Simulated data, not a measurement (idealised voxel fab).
Module name: voxel capacitor over wiring (process module)
In the cross-section labelled cut, the width is 175 nm and each square cell is 5 nm.
Throughout this document, each cross-section is represented as a grid of square cells and is presented as a sequence of bands enumerated from the top downward, where a band comprises one or more rows of cells.
The band entry comprises the height of the band's top followed by the height of its bottom, expressed in nm, and subsequently the band's materials from left to right, each stated together with its width in nm. Where a single material is marked with the word "all across", that material fills the band from edge to edge. The word "empty" represents empty space.
Zero point of the height axis is 0; under it, received wafer = one material. Lowest band: continues down indefinitely, "0 and below".
The two numbers in a width such as "30 to 40" mark its ends across the band: the first belongs to the top row of cells, the second to the bottom row, and from each row to the next the width moves by the same amount.
The designation "no alteration", where it is given for a processing step, indicates that no cell of the cross-section was altered in the course of that step.
"Fully closed voids" contains a list of empty spaces, each no smaller than 8 cells and without an open way to the top, written in the form width x height at distance with the distance from the left edge and all three in nm.
On a step's line, text after the settings is the simulator commenting on that step.
Among the settings permitted on a step's line is "overlay nm"; applied to a step with a mask, it specifies the extent to which the mask lay to the right of its planned position, whereas a negative figure signifies a position to the left.

**Set out below are the planned steps of the process**
1,RECEIVE [material Si]
2,CONFORMAL_DEP [material SiO2] [thk nm 10]
3,DIRECTIONAL_DEP [material TiN] [thk nm 5]
4,DIRECTIONAL_DEP [material W] [thk nm 20]
5,DIRECTIONAL_DEP [material aC] [thk nm 10]
6,PATTERN [tone cover] [mask id METAL_1] [material resist] [width nm 30] [pitch nm 80] [thk nm 25] [overlay nm 0]
7,DIRECTIONAL_ETCH [etch materials aC] [depth nm 10]
8,STRIP [etch materials resist]
9,DIRECTIONAL_ETCH [etch materials W] [depth nm 20]
10,DIRECTIONAL_ETCH [etch materials TiN] [depth nm 5]
11,STRIP [etch materials aC]
12,CONFORMAL_DEP [material SiCN] [thk nm 5]
13,FILL_DEP [material lowk] [thk nm 10]
14,CMP [height nm 35]
15,CONFORMAL_DEP [material SiCN] [thk nm 5]
16,DIRECTIONAL_DEP [material lowk] [thk nm 10]
17,PATTERN [tone open] [mask id PLUG_1] [material resist] [width nm 15] [thk nm 15] [overlay nm 0]
18,DIRECTIONAL_ETCH [etch materials lowk] [depth nm 10]
19,DIRECTIONAL_ETCH [etch materials SiCN] [depth nm 5]
20,STRIP [etch materials resist]
21,EPI [material Ru] [thk nm 10]
22,EPI [material Ru] [thk nm 5]
23,DIRECTIONAL_DEP [material TiN] [thk nm 10]
24,DIRECTIONAL_DEP [material SiN] [thk nm 5]
25,DIRECTIONAL_DEP [material TiN] [thk nm 10]
26,PATTERN [tone cover] [mask id UPPER_PLATE] [material resist] [width nm 55] [thk nm 15] [overlay nm 0]
27,DIRECTIONAL_ETCH [etch materials TiN] [depth nm 10]
28,DIRECTIONAL_ETCH [etch materials SiN] [depth nm 5]
29,STRIP [etch materials resist]
30,MASKED_ETCH [tone cover] [mask id LOWER_PLATE] [width nm 65] [etch materials TiN] [depth nm 10] [overlay nm 0]
31,FILL_DEP [material SiO2] [thk nm 20]
32,CMP [height nm 90]
33,PATTERN [tone open] [mask id PLUG_2] [material resist] [width nm 15] [thk nm 15] [overlay nm 0]
34,DIRECTIONAL_ETCH [etch materials SiO2] [depth nm 15]
35,STRIP [etch materials resist]
36,CONFORMAL_DEP [material TiN] [thk nm 5]
37,FILL_DEP [material Ru] [thk nm 10]
38,CMP [height nm 90]
39,CONFORMAL_DEP [material SiCN] [thk nm 5]

**Wafer at receipt (post step 1), cross-section**
	0 and below | Si all across
	Fully closed voids: none

**Post-module cross-section: identical start and plan to those above, one misstep in execution**
	95 down to 90 | SiCN all across
	90 down to 80 | 55 of SiO2 / 5 of TiN / 5 of Ru / 5 of TiN / 105 of SiO2
	80 down to 75 | 55 of SiO2 / 15 of TiN / 105 of SiO2
	75 down to 65 | 45 of SiO2 / 55 of TiN / 75 of SiO2
	65 down to 60 | 45 of SiO2 / 55 of SiN / 75 of SiO2
	60 down to 50 | 40 of SiO2 / 65 of TiN / 70 of SiO2
	50 down to 40 | 45 of lowk / 15 of Ru / 115 of lowk
	40 down to 35 | 45 of SiCN / 15 of Ru / 115 of SiCN
	35 down to 15 | 30 of SiCN / 30 of W / 50 of SiCN / 30 of W / 35 of SiCN
	15 down to 10 | 30 of SiCN / 30 of TiN / 50 of SiCN / 30 of TiN / 35 of SiCN
	10 down to 0 | SiO2 all across
	0 and below | Si all across
	Fully closed voids: none
Run error: in deviation from the planned setting, step 13 was conducted as FILL_DEP [material SiCN] [thk nm 10]
